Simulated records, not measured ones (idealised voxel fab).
process module | voxel ribs on slabs
cross-section cut | 155 nm wide | cells 5 nm
A cross-section is a grid of square cells, given in bands from the top down. A band is one or more rows of cells.
Each band's line starts with the height of the band's top and of its bottom, in nm. Then come its materials from left to right, each with its width in nm. One material with "throughout" fills the band from edge to edge. "air" is empty space.
Height 0 is the level under which the wafer as received is all one material. The lowest band goes on downwards, as in "0 down".
A width such as "30 to 40" changes by the same amount from each row of cells to the next, from the band's top row to its bottom row.
"no change" after a step means that no cell of the cross-section changed.
closed voids: empty space of 8 cells or more with no open way to the top, each as width x height at its distance from the left edge, in nm
after a step's settings: what the simulator itself notes on the step
overlay nm, on a step with a mask: how far to the right of its planned place the mask lay; to the left if negative
plan
1 op RECEIVE | material Si
2 op DIRECTIONAL_DEP | material SiO2 | thk nm 30
3 op DIRECTIONAL_DEP | material polySi | thk nm 15
4 op MASKED_ETCH | tone cover | mask id RIB | width nm 20 | etch materials polySi | depth nm 5 | overlay nm 0
5 op MASKED_ETCH | tone cover | mask id SLAB | width nm 50 | etch materials polySi | depth nm 10 | overlay nm 0
6 op FILL_DEP | material SiO2 | thk nm 25
7 op CMP | height nm 60
8 op DIRECTIONAL_DEP | material TiN | thk nm 5
9 op PATTERN | tone cover | mask id HEATER | material resist | width nm 30 | thk nm 20 | overlay nm 0
10 op DIRECTIONAL_ETCH | etch materials TiN | depth nm 5
11 op STRIP | etch materials resist
12 op CONFORMAL_DEP | material SiO2 | thk nm 10
as received, after step 1
  0 down: Si throughout
  closed voids: none
first wafer at the end, as planned
  75 to 70: air 50 | SiO2 50 | air 55
  70 to 65: SiO2 throughout
  65 to 60: SiO2 60 | TiN 30 | SiO2 65
  60 to 45: SiO2 throughout
  45 to 40: SiO2 65 | polySi 20 | SiO2 70
  40 to 30: SiO2 50 | polySi 50 | SiO2 55
  30 to 0: SiO2 throughout
  0 down: Si throughout
  closed voids: none
second wafer at the end: like start, like plan, one mistake
  75 to 70: air 50 | SiO2 50 | air 55
  70 to 65: SiO2 throughout
  65 to 60: SiO2 60 | TiN 30 | SiO2 65
  60 to 40: SiO2 throughout
  40 to 30: SiO2 65 to 50 | polySi 20 to 50 | SiO2 70 to 55
  30 to 0: SiO2 throughout
  0 down: Si throughout
  closed voids: none
what went wrong: step 3 ran as: op DIRECTIONAL_DEP | material polySi | thk nm 10
at the end the second wafer has, in cells: 10 more of SiO2 | 10 fewer of polySi
